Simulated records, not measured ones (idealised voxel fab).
Proc. module: voxel gate over fins
Displayed cross-section: cut, width of 230 nm, square cells sized 5 nm.
Format of a cross-section: grid, square cells. Given as bands. Order: top down. Band: one or more rows of cells.
Band entry format. Leading values: height of top, height of bottom, nm. Remainder: materials in left-to-right order, each with its width in nm. Special words: "edge to edge" on a single material, which then fills the band edge to edge; "empty", empty space.
Measure heights from 0. That's the level where, below it, the as-received wafer is all one material. The lowest band is bottomless and extends downward; write it as in "0 and below".
Read "30 to 40" as a graded width: first number on top, second number at the bottom, same change between each pair of neighbouring rows.
Where the words "nothing different" appear for a step, the cross-section shows no cell changed by that step; every cell remained as before.
Closed-off voids of 8+ cells (no open route to the top) go in "Closed cavity list", written width x height at distance from the left edge, in nm.
Formally, on a step line, whatever follows the settings is a remark that the simulator itself makes on the step.
"overlay nm", when on a step's line for a step with a mask, measures how far to the right of its planned place the mask lay; a negative measure means to the left.

-- Process steps foreseen in the plan
step 1: RECEIVE, material Si
step 2: CONFORMAL_DEP, material SiN, thk nm 10
step 3: PATTERN, tone cover, mask id FINS, material resist, width nm 15, pitch nm 40, thk nm 15, overlay nm 0
step 4: DIRECTIONAL_ETCH, etch materials SiN, depth nm 10
step 5: DIRECTIONAL_ETCH, etch materials Si, depth nm 40
step 6: STRIP, etch materials resist
step 7: OXIDIZE, depth nm 5
step 8: FILL_DEP, material SiO2, thk nm 15
step 9: CMP, height nm 10
step 10: SELECTIVE_ETCH, etch materials SiO2, depth nm 20
step 11: STRIP, etch materials SiN
step 12: CONFORMAL_DEP, material HfO2, thk nm 5
step 13: CONFORMAL_DEP, material TiN, thk nm 5
step 14: CONFORMAL_DEP, material TiAl, thk nm 5
step 15: CONFORMAL_DEP, material TiN, thk nm 5
step 16: FILL_DEP, material W, thk nm 10
step 17: CMP, height nm 25
step 18: CONFORMAL_DEP, material SiCN, thk nm 5

-- As received (post step 1): cross-section
    0 and below = Si edge to edge
    Closed cavity list: none

-- Figure: cross-sectional view of the wafer upon completion of the module, processed from the initial state and according to the plan depicted above, with one error introduced during execution
    30 down to 25 = SiCN edge to edge
    25 down to 20 = TiAl edge to edge
    20 down to 15 = TiN edge to edge
    15 down to 10 = HfO2 70, then TiN 5, then HfO2 35, then TiN 5, then HfO2 35, then TiN 5, then HfO2 75
    10 down to 5 = TiAl 65, then HfO2 5, then TiN 5, then HfO2 5, then TiAl 25, then HfO2 5, then TiN 5, then HfO2 5, then TiAl 25, then HfO2 5, then TiN 5, then HfO2 5, then TiAl 70
    5 down to 0 = TiAl 65, then HfO2 15, then TiAl 25, then HfO2 15, then TiAl 25, then HfO2 15, then TiAl 70
    0 down to -40 = TiAl 65, then SiO2 5, then Si 5, then SiO2 5, then TiAl 25, then SiO2 5, then Si 5, then SiO2 5, then TiAl 25, then SiO2 5, then Si 5, then SiO2 5, then TiAl 70
    -40 down to -45 = SiO2 70, then Si 5, then SiO2 35, then Si 5, then SiO2 35, then Si 5, then SiO2 75
    -45 and below = Si edge to edge
    Closed cavity list: none
Here's what went sideways: step 8 was run on a setting that differed from the plan, and what really ran there is FILL_DEP, material TiAl, thk nm 15
